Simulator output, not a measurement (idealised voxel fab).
This is a process module. Its name is voxel wiring stack.
It is cross-section cut that appears here, measuring 180 nm in width, its square cells being 5 nm in size.
In what follows, cross-sections appear as grids of square cells, described through bands that run from the top down, where every band is one or more rows of cells.
Heads up on the band format: heights come first, top then bottom, in nm. After that it's the materials left to right, each with its width in nm. A single material flagged "throughout" fills the whole band edge to edge, and "air" means there's empty space there.
Heights from 0 (as-received wafer is one material below). Bottom band endless downward, as "0 nm and below".
Read "30->40" as a graded width: first number on top, second number at the bottom, same change between each pair of neighbouring rows.
For the purposes of this document, the phrase "no change occurred" attached to a step denotes that no cell within the cross-section was modified by that step.
Any empty space of 8 cells or more lacking an open way to the top shows up in "Closed empty spaces" as width x height at distance, distance from the left edge, in nm.
Where a step's line continues beyond its settings, the continuation is a remark by the simulator itself on that step.
overlay nm: how far to the right of its planned place the mask lay on this masked step (negative: to the left).
Note: before/after cross-section pairs follow, one process step per pair, after-side truncated at the lowest changed band, step and settings given beneath. Different runs of this module on the same starting wafer may supply the pairs; a pair continues the one above only where the "Pre-step snapshot" entry says so.
### Pre-step snapshot
* 95 nm to 90 nm = 55 SiCN  25 air  20 SiCN  25 air  55 SiCN
* 90 nm to 65 nm = SiO2 throughout
* 65 nm to 55 nm = 55 lowk  5 TiN  15 Cu  5 TiN  20 lowk  5 TiN  15 Cu  5 TiN  55 lowk
* 55 nm to 50 nm = 55 lowk  5 TiN  5 Cu  15 TiN  20 lowk  5 TiN  5 Cu  15 TiN  55 lowk
* 50 nm to 40 nm = 55 lowk  5 TiN  5 Cu  5 TiN  30 lowk  5 TiN  5 Cu  5 TiN  65 lowk
* 40 nm to 35 nm = 55 SiCN  15 TiN  30 SiCN  15 TiN  65 SiCN
* 35 nm to 15 nm = 55 SiO2  25 W  20 SiO2  25 W  55 SiO2
* 15 nm to 10 nm = 55 SiO2  25 TiN  20 SiO2  25 TiN  55 SiO2
* 10 nm to 0 nm = SiO2 throughout
* 0 nm and below = Si throughout
* Closed empty spaces: none
### State After Step
* 100 nm to 95 nm = 60 TiN  15 air  30 TiN  15 air  60 TiN
* 95 nm to 90 nm = 55 SiCN  25 TiN  20 SiCN  25 TiN  55 SiCN
* Unchanged below 90.
* Closed empty spaces: none
Between the two cross-sections shown above, the process step is CONFORMAL_DEP [material TiN] [thk nm 5]
Pre-step snapshot: we pick up right where the pair above leaves off, with its after cross-section.
### State After Step
* 105 nm to 100 nm = Cu throughout
* 100 nm to 95 nm = 60 TiN  15 Cu  30 TiN  15 Cu  60 TiN
* Unchanged below 95.
* Closed empty spaces: none
Between the two cross-sections shown above, the process step is FILL_DEP [material Cu] [thk nm 5]
Pre-step snapshot: we pick up right where the pair above leaves off, with its after cross-section.
### State After Step
* 95 nm to 90 nm = 55 SiCN  25 TiN  20 SiCN  25 TiN  55 SiCN
* Unchanged below 90.
* Closed empty spaces: none
Between the two cross-sections shown above, the process step is CMP [height nm 95]
Pre-step snapshot: we pick up right where the pair above leaves off, with its after cross-section.
### State After Step
* 100 nm to 95 nm = SiCN throughout
* Unchanged below 95.
* Closed empty spaces: none
Between the two cross-sections shown above, the process step is CONFORMAL_DEP [material SiCN] [thk nm 5]
### Pre-step snapshot
* 95 nm to 85 nm = 55 SiO2  5 TiN  15 Cu  5 TiN  20 SiO2  5 TiN  15 Cu  5 TiN  55 SiO2
* 85 nm to 80 nm = 55 SiO2  5 TiN  5 Cu  15 TiN  20 SiO2  5 TiN  5 Cu  15 TiN  55 SiO2
* 80 nm to 70 nm = 55 SiO2  5 TiN  5 Cu  5 TiN  30 SiO2  5 TiN  5 Cu  5 TiN  65 SiO2
* 70 nm to 65 nm = 55 SiCN  15 TiN  30 SiCN  15 TiN  65 SiCN
* 65 nm to 55 nm = 55 lowk  5 TiN  15 Cu  5 TiN  20 lowk  5 TiN  15 Cu  5 TiN  55 lowk
* 55 nm to 50 nm = 55 lowk  5 TiN  5 Cu  15 TiN  20 lowk  5 TiN  5 Cu  15 TiN  55 lowk
* 50 nm to 40 nm = 55 lowk  5 TiN  5 Cu  5 TiN  30 lowk  5 TiN  5 Cu  5 TiN  65 lowk
* 40 nm to 35 nm = 55 SiCN  15 TiN  30 SiCN  15 TiN  65 SiCN
* 35 nm to 15 nm = 55 SiO2  25 W  20 SiO2  25 W  55 SiO2
* 15 nm to 10 nm = 55 SiO2  25 TiN  20 SiO2  25 TiN  55 SiO2
* 10 nm to 0 nm = SiO2 throughout
* 0 nm and below = Si throughout
* Closed empty spaces: none
### State After Step
* 110 nm to 95 nm = SiCN throughout
* Unchanged below 95.
* Closed empty spaces: none
Between the two cross-sections shown above, the process step is CONFORMAL_DEP [material SiCN] [thk nm 15]
### Pre-step snapshot
* 110 nm to 95 nm = 55 aC  15 air  30 aC  15 air  65 aC
* 95 nm to 85 nm = 55 SiO2  15 air  30 SiO2  15 air  65 SiO2
* 85 nm to 70 nm = 55 SiO2  15 aC  30 SiO2  15 aC  65 SiO2
* 70 nm to 65 nm = SiCN throughout
* 65 nm to 55 nm = 55 lowk  5 TiN  15 Cu  5 TiN  20 lowk  5 TiN  15 Cu  5 TiN  55 lowk
* 55 nm to 50 nm = 55 lowk  5 TiN  5 Cu  15 TiN  20 lowk  5 TiN  5 Cu  15 TiN  55 lowk
* 50 nm to 40 nm = 55 lowk  5 TiN  5 Cu  5 TiN  30 lowk  5 TiN  5 Cu  5 TiN  65 lowk
* 40 nm to 35 nm = 55 SiCN  15 TiN  30 SiCN  15 TiN  65 SiCN
* 35 nm to 15 nm = 55 SiO2  25 W  20 SiO2  25 W  55 SiO2
* 15 nm to 10 nm = 55 SiO2  25 TiN  20 SiO2  25 TiN  55 SiO2
* 10 nm to 0 nm = SiO2 throughout
* 0 nm and below = Si throughout
* Closed empty spaces: none
### State After Step
* 140 nm to 110 nm = 55 resist  30 air  15 resist  30 air  50 resist
* Unchanged below 110.
* Closed empty spaces: none
Between the two cross-sections shown above, the process step is PATTERN [tone open] [mask id METAL_3] [material resist] [width nm 30] [pitch nm 45] [thk nm 30] [overlay nm 0]
Pre-step snapshot: we pick up right where the pair above leaves off, with its after cross-section.
### State After Step
* 125 nm to 110 nm = 55 resist  30 air  15 resist  30 air  50 resist
* 110 nm to 95 nm = 55 aC  30 air  15 aC  30 air  50 aC
* 95 nm to 70 nm = 55 SiO2  15 air  30 SiO2  15 air  65 SiO2
* Unchanged below 70.
* Closed empty spaces: none
Between the two cross-sections shown above, the process step is DIRECTIONAL_ETCH [etch materials aC] [depth nm 15]
Pre-step snapshot: we pick up right where the pair above leaves off, with its after cross-section.
### State After Step
* 110 nm to 95 nm = 55 aC  30 air  15 aC  30 air  50 aC
* Unchanged below 95.
* Closed empty spaces: none
Between the two cross-sections shown above, the process step is STRIP [etch materials resist]
Pre-step snapshot: we pick up right where the pair above leaves off, with its after cross-section.
### State After Step
* 110 nm to 95 nm = 55 aC  30 air  15 aC  30 air  50 aC
* 95 nm to 80 nm = 55 SiO2  30 air  15 SiO2  30 air  50 SiO2
* Unchanged below 80.
* Closed empty spaces: none
Between the two cross-sections shown above, the process step is DIRECTIONAL_ETCH [etch materials SiO2] [depth nm 15]
Pre-step snapshot: we pick up right where the pair above leaves off, with its after cross-section.
### State After Step
* 110 nm to 95 nm = 55 aC  30 air  15 aC  30 air  50 aC
* 95 nm to 80 nm = 55 SiO2  30 air  15 SiO2  30 air  50 SiO2
* 80 nm to 70 nm = 55 SiO2  15 air  30 SiO2  15 air  65 SiO2
* 70 nm to 65 nm = 55 SiCN  15 air  30 SiCN  15 air  65 SiCN
* Unchanged below 65.
* Closed empty spaces: none
Between the two cross-sections shown above, the process step is DIRECTIONAL_ETCH [etch materials SiCN] [depth nm 5]
Pre-step snapshot: we pick up right where the pair above leaves off, with its after cross-section.
### State After Step
* 95 nm to 80 nm = 55 SiO2  30 air  15 SiO2  30 air  50 SiO2
* Unchanged below 80.
* Closed empty spaces: none
Between the two cross-sections shown above, the process step is STRIP [etch materials aC]
Pre-step snapshot: we pick up right where the pair above leaves off, with its after cross-section.
### State After Step
* 100 nm to 95 nm = 60 TiN  20 air  25 TiN  20 air  55 TiN
* 95 nm to 85 nm = 55 SiO2  5 TiN  20 air  5 TiN  15 SiO2  5 TiN  20 air  5 TiN  50 SiO2
* 85 nm to 80 nm = 55 SiO2  5 TiN  5 air  20 TiN  15 SiO2  5 TiN  5 air  20 TiN  50 SiO2
* 80 nm to 70 nm = 55 SiO2  5 TiN  5 air  5 TiN  30 SiO2  5 TiN  5 air  5 TiN  65 SiO2
* 70 nm to 65 nm = 55 SiCN  15 TiN  30 SiCN  15 TiN  65 SiCN
* Unchanged below 65.
* Closed empty spaces: none
Between the two cross-sections shown above, the process step is CONFORMAL_DEP [material TiN] [thk nm 5]
Pre-step snapshot: we pick up right where the pair above leaves off, with its after cross-section.
### State After Step
* 105 nm to 100 nm = Cu throughout
* 100 nm to 95 nm = 60 TiN  20 Cu  25 TiN  20 Cu  55 TiN
* 95 nm to 85 nm = 55 SiO2  5 TiN  20 Cu  5 TiN  15 SiO2  5 TiN  20 Cu  5 TiN  50 SiO2
* 85 nm to 80 nm = 55 SiO2  5 TiN  5 Cu  20 TiN  15 SiO2  5 TiN  5 Cu  20 TiN  50 SiO2
* 80 nm to 70 nm = 55 SiO2  5 TiN  5 Cu  5 TiN  30 SiO2  5 TiN  5 Cu  5 TiN  65 SiO2
* Unchanged below 70.
* Closed empty spaces: none
Between the two cross-sections shown above, the process step is FILL_DEP [material Cu] [thk nm 5]
Pre-step snapshot: we pick up right where the pair above leaves off, with its after cross-section.
### State After Step
* 95 nm to 85 nm = 55 SiO2  5 TiN  20 Cu  5 TiN  15 SiO2  5 TiN  20 Cu  5 TiN  50 SiO2
* Unchanged below 85.
* Closed empty spaces: none
Between the two cross-sections shown above, the process step is CMP [height nm 95]
Pre-step snapshot: we pick up right where the pair above leaves off, with its after cross-section.
### State After Step
* 100 nm to 95 nm = SiCN throughout
* Unchanged below 95.
* Closed empty spaces: none
Between the two cross-sections shown above, the process step is CONFORMAL_DEP [material SiCN] [thk nm 5]
### Pre-step snapshot
* 35 nm to 15 nm = 55 air  25 W  20 air  25 W  55 air
* 15 nm to 10 nm = TiN throughout
* 10 nm to 0 nm = SiO2 throughout
* 0 nm and below = Si throughout
* Closed empty spaces: none
### State After Step
* 35 nm to 15 nm = 55 air  25 W  20 air  25 W  55 air
* 15 nm to 10 nm = 55 air  35 TiN  10 air  35 TiN  45 air
* Unchanged below 10.
* Closed empty spaces: none
Between the two cross-sections shown above, the process step is MASKED_ETCH [tone cover] [mask id METAL_1] [width nm 25] [pitch nm 45] [etch materials TiN] [depth nm 5] [overlay nm 10]
Pre-step snapshot: we pick up right where the pair above leaves off, with its after cross-section.
### State After Step
* 40 nm to 35 nm = SiO2 throughout
* 35 nm to 15 nm = 55 SiO2  25 W  20 SiO2  25 W  55 SiO2
* 15 nm to 10 nm = 55 SiO2  35 TiN  10 SiO2  35 TiN  45 SiO2
* Unchanged below 10.
* Closed empty spaces: none
Between the two cross-sections shown above, the process step is FILL_DEP [material SiO2] [thk nm 5]
Pre-step snapshot: we pick up right where the pair above leaves off, with its after cross-section.
### State After Step
* 35 nm to 15 nm = 55 SiO2  25 W  20 SiO2  25 W  55 SiO2
* Unchanged below 15.
* Closed empty spaces: none
Between the two cross-sections shown above, the process step is CMP [height nm 35]
Pre-step snapshot: we pick up right where the pair above leaves off, with its after cross-section.
### State After Step
* 40 nm to 35 nm = SiCN throughout
* Unchanged below 35.
* Closed empty spaces: none
Between the two cross-sections shown above, the process step is CONFORMAL_DEP [material SiCN] [thk nm 5]
Pre-step snapshot: we pick up right where the pair above leaves off, with its after cross-section.
### State After Step
* 65 nm to 40 nm = lowk throughout
* Unchanged below 40.
* Closed empty spaces: none
Between the two cross-sections shown above, the process step is DIRECTIONAL_DEP [material lowk] [thk nm 25]
Pre-step snapshot: we pick up right where the pair above leaves off, with its after cross-section.
### State After Step
* 80 nm to 65 nm = aC throughout
* Unchanged below 65.
* Closed empty spaces: none
Between the two cross-sections shown above, the process step is DIRECTIONAL_DEP [material aC] [thk nm 15]
Pre-step snapshot: we pick up right where the pair above leaves off, with its after cross-section.
### State After Step
* 110 nm to 80 nm = 55 resist  15 air  30 resist  15 air  65 resist
* Unchanged below 80.
* Closed empty spaces: none
Between the two cross-sections shown above, the process step is PATTERN [tone open] [mask id METAL_2_HOLES] [material resist] [width nm 15] [pitch nm 45] [thk nm 30] [overlay nm 0]
Pre-step snapshot: we pick up right where the pair above leaves off, with its after cross-section.
### State After Step
* 95 nm to 80 nm = 55 resist  15 air  30 resist  15 air  65 resist
* 80 nm to 65 nm = 55 aC  15 air  30 aC  15 air  65 aC
* Unchanged below 65.
* Closed empty spaces: none
Between the two cross-sections shown above, the process step is DIRECTIONAL_ETCH [etch materials aC] [depth nm 15]
Pre-step snapshot: we pick up right where the pair above leaves off, with its after cross-section.
### State After Step
* 80 nm to 65 nm = 55 aC  15 air  30 aC  15 air  65 aC
* Unchanged below 65.
* Closed empty spaces: none
Between the two cross-sections shown above, the process step is STRIP [etch materials resist]
Pre-step snapshot: we pick up right where the pair above leaves off, with its after cross-section.
### State After Step
* 80 nm to 65 nm = 55 aC  15 air  30 aC  15 air  65 aC
* 65 nm to 40 nm = 55 lowk  15 air  30 lowk  15 air  65 lowk
* Unchanged below 40.
* Closed empty spaces: none
Between the two cross-sections shown above, the process step is DIRECTIONAL_ETCH [etch materials lowk] [depth nm 25]
Pre-step snapshot: we pick up right where the pair above leaves off, with its after cross-section.
### State After Step
* 65 nm to 40 nm = 55 lowk  15 air  30 lowk  15 air  65 lowk
* Unchanged below 40.
* Closed empty spaces: none
Between the two cross-sections shown above, the process step is STRIP [etch materials aC]
Pre-step snapshot: we pick up right where the pair above leaves off, with its after cross-section.
### State After Step
* 80 nm to 65 nm = 55 resist  25 air  20 resist  25 air  55 resist
* Unchanged below 65.
* Closed empty spaces: none
Between the two cross-sections shown above, the process step is PATTERN [tone open] [mask id METAL_2] [material resist] [width nm 25] [pitch nm 45] [thk nm 15] [overlay nm 0]
Pre-step snapshot: we pick up right where the pair above leaves off, with its after cross-section.
### State After Step
* 80 nm to 65 nm = 55 resist  25 air  20 resist  25 air  55 resist
* 65 nm to 50 nm = 55 lowk  25 air  20 lowk  25 air  55 lowk
* Unchanged below 50.
* Closed empty spaces: none
Between the two cross-sections shown above, the process step is DIRECTIONAL_ETCH [etch materials lowk] [depth nm 15]
Pre-step snapshot: we pick up right where the pair above leaves off, with its after cross-section.
### State After Step
* 80 nm to 65 nm = 55 resist  25 air  20 resist  25 air  55 resist
* 65 nm to 50 nm = 55 lowk  25 air  20 lowk  25 air  55 lowk
* 50 nm to 40 nm = 55 lowk  15 air  30 lowk  15 air  65 lowk
* 40 nm to 35 nm = 55 SiCN  15 air  30 SiCN  15 air  65 SiCN
* Unchanged below 35.
* Closed empty spaces: none
Between the two cross-sections shown above, the process step is DIRECTIONAL_ETCH [etch materials SiCN] [depth nm 5]
Pre-step snapshot: we pick up right where the pair above leaves off, with its after cross-section.
### State After Step
* 65 nm to 50 nm = 55 lowk  25 air  20 lowk  25 air  55 lowk
* Unchanged below 50.
* Closed empty spaces: none
Between the two cross-sections shown above, the process step is STRIP [etch materials resist]
Pre-step snapshot: we pick up right where the pair above leaves off, with its after cross-section.
### State After Step
* 70 nm to 65 nm = 60 TiN  15 air  30 TiN  15 air  60 TiN
* 65 nm to 55 nm = 55 lowk  5 TiN  15 air  5 TiN  20 lowk  5 TiN  15 air  5 TiN  55 lowk
* 55 nm to 50 nm = 55 lowk  5 TiN  5 air  15 TiN  20 lowk  5 TiN  5 air  15 TiN  55 lowk
* 50 nm to 40 nm = 55 lowk  5 TiN  5 air  5 TiN  30 lowk  5 TiN  5 air  5 TiN  65 lowk
* 40 nm to 35 nm = 55 SiCN  15 TiN  30 SiCN  15 TiN  65 SiCN
* Unchanged below 35.
* Closed empty spaces: none
Between the two cross-sections shown above, the process step is CONFORMAL_DEP [material TiN] [thk nm 5]
Pre-step snapshot: we pick up right where the pair above leaves off, with its after cross-section.
### State After Step
* 80 nm to 70 nm = Cu throughout
* 70 nm to 65 nm = 60 TiN  15 Cu  30 TiN  15 Cu  60 TiN
* 65 nm to 55 nm = 55 lowk  5 TiN  15 Cu  5 TiN  20 lowk  5 TiN  15 Cu  5 TiN  55 lowk
* 55 nm to 50 nm = 55 lowk  5 TiN  5 Cu  15 TiN  20 lowk  5 TiN  5 Cu  15 TiN  55 lowk
* 50 nm to 40 nm = 55 lowk  5 TiN  5 Cu  5 TiN  30 lowk  5 TiN  5 Cu  5 TiN  65 lowk
* Unchanged below 40.
* Closed empty spaces: none
Between the two cross-sections shown above, the process step is FILL_DEP [material Cu] [thk nm 10]
Pre-step snapshot: we pick up right where the pair above leaves off, with its after cross-section.
### State After Step
* 65 nm to 55 nm = 55 lowk  5 TiN  15 Cu  5 TiN  20 lowk  5 TiN  15 Cu  5 TiN  55 lowk
* Unchanged below 55.
* Closed empty spaces: none
Between the two cross-sections shown above, the process step is CMP [height nm 65]
Pre-step snapshot: we pick up right where the pair above leaves off, with its after cross-section.
### State After Step
* 70 nm to 65 nm = SiCN throughout
* Unchanged below 65.
* Closed empty spaces: none
Between the two cross-sections shown above, the process step is CONFORMAL_DEP [material SiCN] [thk nm 5]
Pre-step snapshot: we pick up right where the pair above leaves off, with its after cross-section.
### State After Step
* 95 nm to 70 nm = SiO2 throughout
* Unchanged below 70.
* Closed empty spaces: none
Between the two cross-sections shown above, the process step is DIRECTIONAL_DEP [material SiO2] [thk nm 25]
Pre-step snapshot: we pick up right where the pair above leaves off, with its after cross-section.
### State After Step
* 95 nm to 70 nm = 55 SiO2  15 air  30 SiO2  15 air  65 SiO2
* Unchanged below 70.
* Closed empty spaces: none
Between the two cross-sections shown above, the process step is MASKED_ETCH [tone open] [mask id METAL_3_HOLES] [width nm 15] [pitch nm 45] [etch materials SiO2] [depth nm 25] [overlay nm 0]
Pre-step snapshot: we pick up right where the pair above leaves off, with its after cross-section.
### State After Step
* 110 nm to 95 nm = 55 aC  15 air  30 aC  15 air  65 aC
* 95 nm to 85 nm = 55 SiO2  15 air  30 SiO2  15 air  65 SiO2
* 85 nm to 70 nm = 55 SiO2  15 aC  30 SiO2  15 aC  65 SiO2
* Unchanged below 70.
* Closed empty spaces: none
Between the two cross-sections shown above, the process step is DIRECTIONAL_DEP [material aC] [thk nm 15]
Pre-step snapshot: we pick up right where the pair above leaves off, with its after cross-section.
### State After Step
* 140 nm to 110 nm = 55 resist  25 air  20 resist  25 air  55 resist
* Unchanged below 110.
* Closed empty spaces: none
Between the two cross-sections shown above, the process step is PATTERN [tone open] [mask id METAL_3] [material resist] [width nm 25] [pitch nm 45] [thk nm 30] [overlay nm 0]
Pre-step snapshot: we pick up right where the pair above leaves off, with its after cross-section.
### State After Step
* 125 nm to 110 nm = 55 resist  25 air  20 resist  25 air  55 resist
* 110 nm to 95 nm = 55 aC  25 air  20 aC  25 air  55 aC
* 95 nm to 70 nm = 55 SiO2  15 air  30 SiO2  15 air  65 SiO2
* Unchanged below 70.
* Closed empty spaces: none
Between the two cross-sections shown above, the process step is DIRECTIONAL_ETCH [etch materials aC] [depth nm 15]
Pre-step snapshot: we pick up right where the pair above leaves off, with its after cross-section.
### State After Step
* 110 nm to 95 nm = 55 aC  25 air  20 aC  25 air  55 aC
* Unchanged below 95.
* Closed empty spaces: none
Between the two cross-sections shown above, the process step is STRIP [etch materials resist]
Pre-step snapshot: we pick up right where the pair above leaves off, with its after cross-section.
### State After Step
* 110 nm to 95 nm = 55 aC  25 air  20 aC  25 air  55 aC
* 95 nm to 80 nm = 55 SiO2  25 air  20 SiO2  25 air  55 SiO2
* Unchanged below 80.
* Closed empty spaces: none
Between the two cross-sections shown above, the process step is DIRECTIONAL_ETCH [etch materials SiO2] [depth nm 15]
Pre-step snapshot: we pick up right where the pair above leaves off, with its after cross-section.
### State After Step
* 110 nm to 95 nm = 55 aC  25 air  20 aC  25 air  55 aC
* 95 nm to 80 nm = 55 SiO2  25 air  20 SiO2  25 air  55 SiO2
* 80 nm to 70 nm = 55 SiO2  15 air  30 SiO2  15 air  65 SiO2
* 70 nm to 65 nm = 55 SiCN  15 air  30 SiCN  15 air  65 SiCN
* Unchanged below 65.
* Closed empty spaces: none
Between the two cross-sections shown above, the process step is DIRECTIONAL_ETCH [etch materials SiCN] [depth nm 5]
Pre-step snapshot: we pick up right where the pair above leaves off, with its after cross-section.
### State After Step
* 95 nm to 80 nm = 55 SiO2  25 air  20 SiO2  25 air  55 SiO2
* Unchanged below 80.
* Closed empty spaces: none
Between the two cross-sections shown above, the process step is STRIP [etch materials aC]
Pre-step snapshot: we pick up right where the pair above leaves off, with its after cross-section.
### State After Step
* 100 nm to 95 nm = 60 TiN  15 air  30 TiN  15 air  60 TiN
* 95 nm to 85 nm = 55 SiO2  5 TiN  15 air  5 TiN  20 SiO2  5 TiN  15 air  5 TiN  55 SiO2
* 85 nm to 80 nm = 55 SiO2  5 TiN  5 air  15 TiN  20 SiO2  5 TiN  5 air  15 TiN  55 SiO2
* 80 nm to 70 nm = 55 SiO2  5 TiN  5 air  5 TiN  30 SiO2  5 TiN  5 air  5 TiN  65 SiO2
* 70 nm to 65 nm = 55 SiCN  15 TiN  30 SiCN  15 TiN  65 SiCN
* Unchanged below 65.
* Closed empty spaces: none
Between the two cross-sections shown above, the process step is CONFORMAL_DEP [material TiN] [thk nm 5]
Pre-step snapshot: we pick up right where the pair above leaves off, with its after cross-section.
### State After Step
* 105 nm to 100 nm = Cu throughout
* 100 nm to 95 nm = 60 TiN  15 Cu  30 TiN  15 Cu  60 TiN
* 95 nm to 85 nm = 55 SiO2  5 TiN  15 Cu  5 TiN  20 SiO2  5 TiN  15 Cu  5 TiN  55 SiO2
* 85 nm to 80 nm = 55 SiO2  5 TiN  5 Cu  15 TiN  20 SiO2  5 TiN  5 Cu  15 TiN  55 SiO2
* 80 nm to 70 nm = 55 SiO2  5 TiN  5 Cu  5 TiN  30 SiO2  5 TiN  5 Cu  5 TiN  65 SiO2
* Unchanged below 70.
* Closed empty spaces: none
Between the two cross-sections shown above, the process step is FILL_DEP [material Cu] [thk nm 5]
Pre-step snapshot: we pick up right where the pair above leaves off, with its after cross-section.
### State After Step
* 95 nm to 85 nm = 55 SiO2  5 TiN  15 Cu  5 TiN  20 SiO2  5 TiN  15 Cu  5 TiN  55 SiO2
* Unchanged below 85.
* Closed empty spaces: none
Between the two cross-sections shown above, the process step is CMP [height nm 95]
Pre-step snapshot: we pick up right where the pair above leaves off, with its after cross-section.
### State After Step
* 100 nm to 95 nm = SiCN throughout
* Unchanged below 95.
* Closed empty spaces: none
Between the two cross-sections shown above, the process step is CONFORMAL_DEP [material SiCN] [thk nm 5]
### Pre-step snapshot
* 70 nm to 65 nm = 60 TiN  15 air  30 TiN  15 air  60 TiN
* 65 nm to 55 nm = 55 lowk  5 TiN  15 air  5 TiN  20 lowk  5 TiN  15 air  5 TiN  55 lowk
* 55 nm to 50 nm = 55 lowk  5 TiN  5 air  15 TiN  20 lowk  5 TiN  5 air  15 TiN  55 lowk
* 50 nm to 40 nm = 55 lowk  5 TiN  5 air  5 TiN  30 lowk  5 TiN  5 air  5 TiN  65 lowk
* 40 nm to 35 nm = 55 SiCN  15 TiN  30 SiCN  15 TiN  65 SiCN
* 35 nm to 15 nm = 55 SiO2  25 W  20 SiO2  25 W  55 SiO2
* 15 nm to 10 nm = 55 SiO2  25 TiN  20 SiO2  25 TiN  55 SiO2
* 10 nm to 0 nm = SiO2 throughout
* 0 nm and below = Si throughout
* Closed empty spaces: none
### State After Step
* 80 nm to 70 nm = SiO2 throughout
* 70 nm to 65 nm = 60 TiN  15 SiO2  30 TiN  15 SiO2  60 TiN
* 65 nm to 55 nm = 55 lowk  5 TiN  15 SiO2  5 TiN  20 lowk  5 TiN  15 SiO2  5 TiN  55 lowk
* 55 nm to 50 nm = 55 lowk  5 TiN  5 SiO2  15 TiN  20 lowk  5 TiN  5 SiO2  15 TiN  55 lowk
* 50 nm to 40 nm = 55 lowk  5 TiN  5 SiO2  5 TiN  30 lowk  5 TiN  5 SiO2  5 TiN  65 lowk
* Unchanged below 40.
* Closed empty spaces: none
Between the two cross-sections shown above, the process step is FILL_DEP [material SiO2] [thk nm 10]
Pre-step snapshot: we pick up right where the pair above leaves off, with its after cross-section.
### State After Step
* 65 nm to 55 nm = 55 lowk  5 TiN  15 SiO2  5 TiN  20 lowk  5 TiN  15 SiO2  5 TiN  55 lowk
* Unchanged below 55.
* Closed empty spaces: none
Between the two cross-sections shown above, the process step is CMP [height nm 65]
Pre-step snapshot: we pick up right where the pair above leaves off, with its after cross-section.
### State After Step
* 70 nm to 65 nm = SiCN throughout
* Unchanged below 65.
* Closed empty spaces: none
Between the two cross-sections shown above, the process step is CONFORMAL_DEP [material SiCN] [thk nm 5]
Pre-step snapshot: we pick up right where the pair above leaves off, with its after cross-section.
### State After Step
* 95 nm to 70 nm = SiO2 throughout
* Unchanged below 70.
* Closed empty spaces: none
Between the two cross-sections shown above, the process step is DIRECTIONAL_DEP [material SiO2] [thk nm 25]
Pre-step snapshot: we pick up right where the pair above leaves off, with its after cross-section.
### State After Step
* 95 nm to 70 nm = 55 SiO2  15 air  30 SiO2  15 air  65 SiO2
* Unchanged below 70.
* Closed empty spaces: none
Between the two cross-sections shown above, the process step is MASKED_ETCH [tone open] [mask id METAL_3_HOLES] [width nm 15] [pitch nm 45] [etch materials SiO2] [depth nm 25] [overlay nm 0]
Pre-step snapshot: we pick up right where the pair above leaves off, with its after cross-section.
### State After Step
* 110 nm to 95 nm = 55 aC  15 air  30 aC  15 air  65 aC
* 95 nm to 85 nm = 55 SiO2  15 air  30 SiO2  15 air  65 SiO2
* 85 nm to 70 nm = 55 SiO2  15 aC  30 SiO2  15 aC  65 SiO2
* Unchanged below 70.
* Closed empty spaces: none
Between the two cross-sections shown above, the process step is DIRECTIONAL_DEP [material aC] [thk nm 15]
Pre-step snapshot: we pick up right where the pair above leaves off, with its after cross-section.
### State After Step
* 140 nm to 110 nm = 55 resist  25 air  20 resist  25 air  55 resist
* Unchanged below 110.
* Closed empty spaces: none
Between the two cross-sections shown above, the process step is PATTERN [tone open] [mask id METAL_3] [material resist] [width nm 25] [pitch nm 45] [thk nm 30] [overlay nm 0]
Pre-step snapshot: we pick up right where the pair above leaves off, with its after cross-section.
### State After Step
* 125 nm to 110 nm = 55 resist  25 air  20 resist  25 air  55 resist
* 110 nm to 95 nm = 55 aC  25 air  20 aC  25 air  55 aC
* 95 nm to 70 nm = 55 SiO2  15 air  30 SiO2  15 air  65 SiO2
* Unchanged below 70.
* Closed empty spaces: none
Between the two cross-sections shown above, the process step is DIRECTIONAL_ETCH [etch materials aC] [depth nm 15]
Pre-step snapshot: we pick up right where the pair above leaves off, with its after cross-section.
### State After Step
* 110 nm to 95 nm = 55 aC  25 air  20 aC  25 air  55 aC
* Unchanged below 95.
* Closed empty spaces: none
Between the two cross-sections shown above, the process step is STRIP [etch materials resist]
Pre-step snapshot: we pick up right where the pair above leaves off, with its after cross-section.
### State After Step
* 110 nm to 95 nm = 55 aC  25 air  20 aC  25 air  55 aC
* 95 nm to 80 nm = 55 SiO2  25 air  20 SiO2  25 air  55 SiO2
* Unchanged below 80.
* Closed empty spaces: none
Between the two cross-sections shown above, the process step is DIRECTIONAL_ETCH [etch materials SiO2] [depth nm 15]
Pre-step snapshot: we pick up right where the pair above leaves off, with its after cross-section.
### State After Step
* 110 nm to 95 nm = 55 aC  25 air  20 aC  25 air  55 aC
* 95 nm to 80 nm = 55 SiO2  25 air  20 SiO2  25 air  55 SiO2
* 80 nm to 70 nm = 55 SiO2  15 air  30 SiO2  15 air  65 SiO2
* 70 nm to 65 nm = 55 SiCN  15 air  30 SiCN  15 air  65 SiCN
* Unchanged below 65.
* Closed empty spaces: none
Between the two cross-sections shown above, the process step is DIRECTIONAL_ETCH [etch materials SiCN] [depth nm 5]
Pre-step snapshot: we pick up right where the pair above leaves off, with its after cross-section.
### State After Step
* 95 nm to 80 nm = 55 SiO2  25 air  20 SiO2  25 air  55 SiO2
* Unchanged below 80.
* Closed empty spaces: none
Between the two cross-sections shown above, the process step is STRIP [etch materials aC]
Pre-step snapshot: we pick up right where the pair above leaves off, with its after cross-section.
### State After Step
* 100 nm to 95 nm = 60 TiN  15 air  30 TiN  15 air  60 TiN
* 95 nm to 85 nm = 55 SiO2  5 TiN  15 air  5 TiN  20 SiO2  5 TiN  15 air  5 TiN  55 SiO2
* 85 nm to 80 nm = 55 SiO2  5 TiN  5 air  15 TiN  20 SiO2  5 TiN  5 air  15 TiN  55 SiO2
* 80 nm to 70 nm = 55 SiO2  5 TiN  5 air  5 TiN  30 SiO2  5 TiN  5 air  5 TiN  65 SiO2
* 70 nm to 65 nm = 55 SiCN  15 TiN  30 SiCN  15 TiN  65 SiCN
* Unchanged below 65.
* Closed empty spaces: none
Between the two cross-sections shown above, the process step is CONFORMAL_DEP [material TiN] [thk nm 5]
Pre-step snapshot: we pick up right where the pair above leaves off, with its after cross-section.
### State After Step
* 105 nm to 100 nm = Cu throughout
* 100 nm to 95 nm = 60 TiN  15 Cu  30 TiN  15 Cu  60 TiN
* 95 nm to 85 nm = 55 SiO2  5 TiN  15 Cu  5 TiN  20 SiO2  5 TiN  15 Cu  5 TiN  55 SiO2
* 85 nm to 80 nm = 55 SiO2  5 TiN  5 Cu  15 TiN  20 SiO2  5 TiN  5 Cu  15 TiN  55 SiO2
* 80 nm to 70 nm = 55 SiO2  5 TiN  5 Cu  5 TiN  30 SiO2  5 TiN  5 Cu  5 TiN  65 SiO2
* Unchanged below 70.
* Closed empty spaces: none
Between the two cross-sections shown above, the process step is FILL_DEP [material Cu] [thk nm 5]
Pre-step snapshot: we pick up right where the pair above leaves off, with its after cross-section.
### State After Step
* 95 nm to 85 nm = 55 SiO2  5 TiN  15 Cu  5 TiN  20 SiO2  5 TiN  15 Cu  5 TiN  55 SiO2
* Unchanged below 85.
* Closed empty spaces: none
Between the two cross-sections shown above, the process step is CMP [height nm 95]
